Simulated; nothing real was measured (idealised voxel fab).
Name of the process module below: voxel self aligned vias
This is section cut - it's 200 nm across, gridded in 5 nm square cells.
If you're reading a cross-section in this doc, picture square cells in a grid; it comes to you as bands, top ones listed first down to the bottom, and a band can be one or more rows of cells.
Basically the band line says how high the top is and how high the bottom is, in nm, and then what's in it from left to right, every material with its width in nm. Empty space shows up as "empty", and if a single material carries "edge to edge" it runs the full band edge to edge.
Counting heights begins at 0, where everything beneath is, in the wafer as received, one material. The lowest band has no bottom; it goes on downwards, as "z 0 and below" shows.
You'd read "30 to 40" like this: the band's top row of cells is as wide as the first number, its bottom row is as wide as the second, and going down, every row changes width by the same amount as the row before did.
Given "identical to before" for a step, no cell of the cross-section differs between before and after that step.
The entry "Unvented voids" lists the empty spaces that cover at least 8 cells and have no open path to the top. Each is written as width x height at distance, where the distance is measured from the left edge and all three values are in nm.
Formally, on a step line, whatever follows the settings is a remark that the simulator itself makes on the step.
If you see "overlay nm" on a step's line and that step has a mask, it's telling you how far right of where it was planned the mask ended up; a negative number means it went left instead.

Intended process steps
1. RECEIVE with material Si
2. CONFORMAL_DEP with material SiO2, thk nm 10
3. CONFORMAL_DEP with material SiCN, thk nm 5
4. DIRECTIONAL_DEP with material SiO2, thk nm 30
5. PATTERN with tone open, mask id LINES, material resist, width nm 30, pitch nm 70, thk nm 15, overlay nm 0
6. DIRECTIONAL_ETCH with etch materials SiO2, depth nm 30
7. STRIP with etch materials resist
8. CONFORMAL_DEP with material TiN, thk nm 5
9. FILL_DEP with material Ru, thk nm 10
10. CMP with height nm 45
11. SELECTIVE_ETCH with etch materials W Ru TiN, depth nm 5
12. FILL_DEP with material SiN, thk nm 5
13. CMP with height nm 45
14. DIRECTIONAL_DEP with material SiO2, thk nm 20
15. PATTERN with tone open, mask id VIAS, material resist, width nm 50, pitch nm 70, thk nm 15, overlay nm 0
16. DIRECTIONAL_ETCH with etch materials SiO2, depth nm 20
17. DIRECTIONAL_ETCH with etch materials SiN, depth nm 5
18. STRIP with etch materials resist
19. CONFORMAL_DEP with material TiN, thk nm 5
20. FILL_DEP with material W, thk nm 5
21. CMP with height nm 65
22. CONFORMAL_DEP with material SiCN, thk nm 5

As received (post step 1): cross-section
  z 0 and below  Si edge to edge
  Unvented voids: none

Starting wafer: above. Plan: above. Run: one mistake. Cross-section after the module: below
  z 70 to 65  SiCN edge to edge
  z 65 to 50  40 SiO2 | 5 TiN | 40 W | 5 TiN | 20 SiO2 | 5 TiN | 40 W | 5 TiN | 40 SiO2
  z 50 to 45  40 SiO2 | 15 TiN | 20 W | 15 TiN | 20 SiO2 | 15 TiN | 20 W | 15 TiN | 40 SiO2
  z 45 to 40  50 SiO2 | 30 TiN | 40 SiO2 | 30 TiN | 50 SiO2
  z 40 to 20  50 SiO2 | 5 TiN | 20 Ru | 5 TiN | 40 SiO2 | 5 TiN | 20 Ru | 5 TiN | 50 SiO2
  z 20 to 15  50 SiO2 | 30 TiN | 40 SiO2 | 30 TiN | 50 SiO2
  z 15 to 10  Ru edge to edge
  z 10 to 0  SiO2 edge to edge
  z 0 and below  Si edge to edge
  Unvented voids: none
Against the plan, the run slipped here: not per plan at step 3, really ran CONFORMAL_DEP with material Ru, thk nm 5
